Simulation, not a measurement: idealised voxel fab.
The process module that follows is named voxel gate over fins.
For reference, the cross-section in this document is cut, with width 300 nm and square cells of 5 nm.
Cross-section format: a grid of square cells, given as bands from top to bottom; each band is one or more rows of cells. The entry gives the band's vertical extent as a top height and a bottom height in nm, then its horizontal make-up as materials from left to right, each with a width in nm. "empty" stands for empty space; a single material marked "everywhere" fills the band edge to edge. Basically, 0 is our baseline, since under it the wafer straight out of the box is all one material. The bottom band has no lower end and keeps on going down, so it looks like "0 -> down". It should be noted that a width expressed as "30 to 40" varies in equal increments from row to row of cells within the band, taking the value of the first number at the top row and that of the second number at the bottom row. The cross-section has no changed cell in any step marked "no change occurred". In "Closed cavity list" the enclosed voids are listed, meaning empty spaces of 8 cells or larger without any opening to the top. The form is width x height at distance, distance from the left edge, units nm. Anything after a step's settings on that line? It's the simulator's own note about the step. overlay nm: how far to the right of its planned place the mask lay on this masked step (negative: to the left).
# Process steps foreseen in the plan
1. RECEIVE (material Si)
2. CONFORMAL_DEP (material SiN; thk nm 5)
3. MASKED_ETCH (tone cover; mask id FINS; width nm 15; pitch nm 45; etch materials SiN; depth nm 5; overlay nm -15)
4. MASKED_ETCH (tone cover; mask id FINS; width nm 15; pitch nm 45; etch materials Si; depth nm 35; overlay nm 0)
5. FILL_DEP (material SiO2; thk nm 5)
6. CMP (height nm 5)
7. SELECTIVE_ETCH (etch materials SiO2; depth nm 20)
8. STRIP (etch materials SiN)
9. CONFORMAL_DEP (material HfO2; thk nm 5)
10. CONFORMAL_DEP (material TiN; thk nm 5)
11. CONFORMAL_DEP (material TiAl; thk nm 5)
12. CONFORMAL_DEP (material TiN; thk nm 5)
13. FILL_DEP (material W; thk nm 10)
14. CMP (height nm 25)
15. CONFORMAL_DEP (material SiCN; thk nm 5)
Same starting wafers, different overlay nm at step 3. Plan value belongs to the first wafer.
# The first of several wafers, as received after step 1, seen in section
- 0 -> down: Si everywhere
- Closed cavity list: none
# Wafer cross-section (first of several) - module end, post step 15 (last step)
- 30 -> 25: SiCN everywhere
- 25 -> 20: W everywhere
- 20 -> 15: 85 nm W; 115 nm TiN; 100 nm W
- 15 -> 10: 85 nm W; 5 nm TiN; 105 nm TiAl; 5 nm TiN; 100 nm W
- 10 -> 5: 85 nm W; 5 nm TiN; 5 nm TiAl; 95 nm TiN; 5 nm TiAl; 5 nm TiN; 100 nm W
- 5 -> 0: 90 nm TiN; 5 nm TiAl; 5 nm TiN; 40 nm HfO2; 5 nm TiN; 40 nm HfO2; 5 nm TiN; 5 nm TiAl; 105 nm TiN
- 0 -> -5: 95 nm TiAl; 5 nm TiN; 5 nm HfO2; 30 nm Si; 5 nm HfO2; 5 nm TiN; 5 nm HfO2; 30 nm Si; 5 nm HfO2; 5 nm TiN; 110 nm TiAl
- -5 -> -10: 100 nm TiN; 5 nm HfO2; 30 nm Si; 5 nm HfO2; 5 nm TiN; 5 nm HfO2; 30 nm Si; 5 nm HfO2; 115 nm TiN
- -10 -> -15: 105 nm HfO2; 30 nm Si; 15 nm HfO2; 30 nm Si; 120 nm HfO2
- -15 -> -35: 105 nm SiO2; 30 nm Si; 15 nm SiO2; 30 nm Si; 120 nm SiO2
- -35 -> down: Si everywhere
- Closed cavity list: none
# Of the several wafers, the last: cross-section at the end of the module
- 30 -> 25: SiCN everywhere
- 25 -> 20: W everywhere
- 20 -> 15: 100 nm W; 115 nm TiN; 85 nm W
- 15 -> 10: 100 nm W; 5 nm TiN; 105 nm TiAl; 5 nm TiN; 85 nm W
- 10 -> 5: 100 nm W; 5 nm TiN; 5 nm TiAl; 95 nm TiN; 5 nm TiAl; 5 nm TiN; 85 nm W
- 5 -> 0: 105 nm TiN; 5 nm TiAl; 5 nm TiN; 40 nm HfO2; 5 nm TiN; 40 nm HfO2; 5 nm TiN; 5 nm TiAl; 90 nm TiN
- 0 -> -5: 110 nm TiAl; 5 nm TiN; 5 nm HfO2; 30 nm Si; 5 nm HfO2; 5 nm TiN; 5 nm HfO2; 30 nm Si; 5 nm HfO2; 5 nm TiN; 95 nm TiAl
- -5 -> -10: 115 nm TiN; 5 nm HfO2; 30 nm Si; 5 nm HfO2; 5 nm TiN; 5 nm HfO2; 30 nm Si; 5 nm HfO2; 100 nm TiN
- -10 -> -15: 120 nm HfO2; 30 nm Si; 15 nm HfO2; 30 nm Si; 105 nm HfO2
- -15 -> -35: 120 nm SiO2; 30 nm Si; 15 nm SiO2; 30 nm Si; 105 nm SiO2
- -35 -> down: Si everywhere
- Closed cavity list: none
# Per wafer (row), end of module: delta in cells per material since receipt, (+) for gained, (-) for lost; closed voids after that
overlay nm -15; +72 HfO2; -336 Si; +60 SiCN; +192 SiO2; +66 TiAl; +135 TiN; +171 W; Closed cavity list: none
overlay nm -10; +72 HfO2; -350 Si; +60 SiCN; +200 SiO2; +66 TiAl; +138 TiN; +174 W; Closed cavity list: none
overlay nm -5; +72 HfO2; -364 Si; +60 SiCN; +208 SiO2; +69 TiAl; +138 TiN; +177 W; Closed cavity list: none
overlay nm 0; +72 HfO2; -378 Si; +60 SiCN; +216 SiO2; +72 TiAl; +138 TiN; +180 W; Closed cavity list: none
overlay nm 5; +72 HfO2; -364 Si; +60 SiCN; +208 SiO2; +69 TiAl; +138 TiN; +177 W; Closed cavity list: none
overlay nm 10; +72 HfO2; -350 Si; +60 SiCN; +200 SiO2; +66 TiAl; +138 TiN; +174 W; Closed cavity list: none
overlay nm 15; +72 HfO2; -336 Si; +60 SiCN; +192 SiO2; +66 TiAl; +135 TiN; +171 W; Closed cavity list: none
